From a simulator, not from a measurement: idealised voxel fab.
The name of this process module is voxel self aligned vias.
Cross-section cut spans 145 nm and uses square cells 5 nm in size.
Format of a cross-section: grid, square cells. Given as bands. Order: top down. Band: one or more rows of cells. Band entry format. Leading values: height of top, height of bottom, nm. Remainder: materials in left-to-right order, each with its width in nm. Special words: "edge to edge" on a single material, which then fills the band edge to edge; "air", empty space. A quick word on heights: they are counted from 0, and under that level the wafer as it came to us is one material throughout. The lowest band is different from the rest in having no bottom; it simply continues downward, written as in "0 down". With a width like "30..40", each row of cells in the band differs from the next by the same amount, the top row carrying the first number and the bottom row the second. Where the words "no change occurred" appear for a step, the cross-section shows no cell changed by that step; every cell remained as before. Reported under the label "Non-vented voids" are the empty spaces having no open way to the top and comprising 8 cells or more; the notation for each is width x height at distance, in which the distance is measured from the left edge and all three values are in nm. Past the settings on a step's line: simulator remark, on that step. The setting "overlay nm" may be written on the line of a step. When the step uses a mask, the value reports how far to the right of the planned place the mask lay, and a negative value reports that it lay to the left.

-- List of planned process steps
1,RECEIVE,material Si
2,CONFORMAL_DEP,material SiO2,thk nm 15
3,CONFORMAL_DEP,material SiCN,thk nm 5
4,DIRECTIONAL_DEP,material SiO2,thk nm 20
5,DIRECTIONAL_DEP,material aC,thk nm 15
6,PATTERN,tone open,mask id LINES,material resist,width nm 25,pitch nm 65,thk nm 35,overlay nm 0
7,DIRECTIONAL_ETCH,etch materials aC,depth nm 15
8,STRIP,etch materials resist
9,DIRECTIONAL_ETCH,etch materials SiO2,depth nm 20
10,STRIP,etch materials aC
11,CONFORMAL_DEP,material TiN,thk nm 5
12,FILL_DEP,material Ru,thk nm 5
13,CMP,height nm 40
14,SELECTIVE_ETCH,etch materials W Ru TiN,depth nm 5
15,FILL_DEP,material SiN,thk nm 5
16,CMP,height nm 40
17,DIRECTIONAL_DEP,material SiO2,thk nm 20
18,DIRECTIONAL_DEP,material aC,thk nm 10
19,PATTERN,tone open,mask id VIAS,material resist,width nm 35,thk nm 25,overlay nm 0
20,DIRECTIONAL_ETCH,etch materials aC,depth nm 10
21,STRIP,etch materials resist
22,DIRECTIONAL_ETCH,etch materials SiO2,depth nm 20
23,DIRECTIONAL_ETCH,etch materials SiN,depth nm 5
24,STRIP,etch materials aC
25,CONFORMAL_DEP,material TiN,thk nm 5
26,FILL_DEP,material W,thk nm 10
27,CMP,height nm 60
28,CONFORMAL_DEP,material SiN,thk nm 5
The width nm used in step 19 is not the same on every wafer, whereas the starting condition is; the value printed in the plan is the first wafer's.

-- Received wafers, first of several: cross-section after step 1
* 0 down = Si edge to edge
* Non-vented voids: none

-- Wafer cross-section (first of several) - module end, post step 28 (last step)
* 65 to 60 = SiN edge to edge
* 60 to 45 = 20 SiO2, then 5 TiN, then 25 W, then 5 TiN, then 90 SiO2
* 45 to 40 = 20 SiO2, then 10 TiN, then 15 W, then 10 TiN, then 90 SiO2
* 40 to 35 = 25 SiO2, then 25 TiN, then 40 SiO2, then 25 SiN, then 30 SiO2
* 35 to 25 = 25 SiO2, then 5 TiN, then 15 Ru, then 5 TiN, then 40 SiO2, then 5 TiN, then 15 Ru, then 5 TiN, then 30 SiO2
* 25 to 20 = 25 SiO2, then 25 TiN, then 40 SiO2, then 25 TiN, then 30 SiO2
* 20 to 15 = SiCN edge to edge
* 15 to 0 = SiO2 edge to edge
* 0 down = Si edge to edge
* Non-vented voids: none

-- Sectional view of the last wafer upon completion of the module
* 65 to 60 = SiN edge to edge
* 60 to 45 = 15 SiO2, then 5 TiN, then 40 W, then 5 TiN, then 80 SiO2
* 45 to 40 = 15 SiO2, then 15 TiN, then 15 W, then 20 TiN, then 80 SiO2
* 40 to 35 = 25 SiO2, then 25 TiN, then 40 SiO2, then 25 SiN, then 30 SiO2
* 35 to 25 = 25 SiO2, then 5 TiN, then 15 Ru, then 5 TiN, then 40 SiO2, then 5 TiN, then 15 Ru, then 5 TiN, then 30 SiO2
* 25 to 20 = 25 SiO2, then 25 TiN, then 40 SiO2, then 25 TiN, then 30 SiO2
* 20 to 15 = SiCN edge to edge
* 15 to 0 = SiO2 edge to edge
* 0 down = Si edge to edge
* Non-vented voids: none

-- Below: a row per wafer. Contents at end of module: for every material, cells gained since receipt (+) or lost since receipt (-); then closed voids
width nm 35, +12 Ru, +29 SiCN, +34 SiN, +251 SiO2, +33 TiN, +18 W, Non-vented voids: none
width nm 40, +12 Ru, +29 SiCN, +34 SiN, +247 SiO2, +34 TiN, +21 W, Non-vented voids: none
width nm 45, +12 Ru, +29 SiCN, +34 SiN, +243 SiO2, +35 TiN, +24 W, Non-vented voids: none
width nm 50, +12 Ru, +29 SiCN, +34 SiN, +239 SiO2, +36 TiN, +27 W, Non-vented voids: none
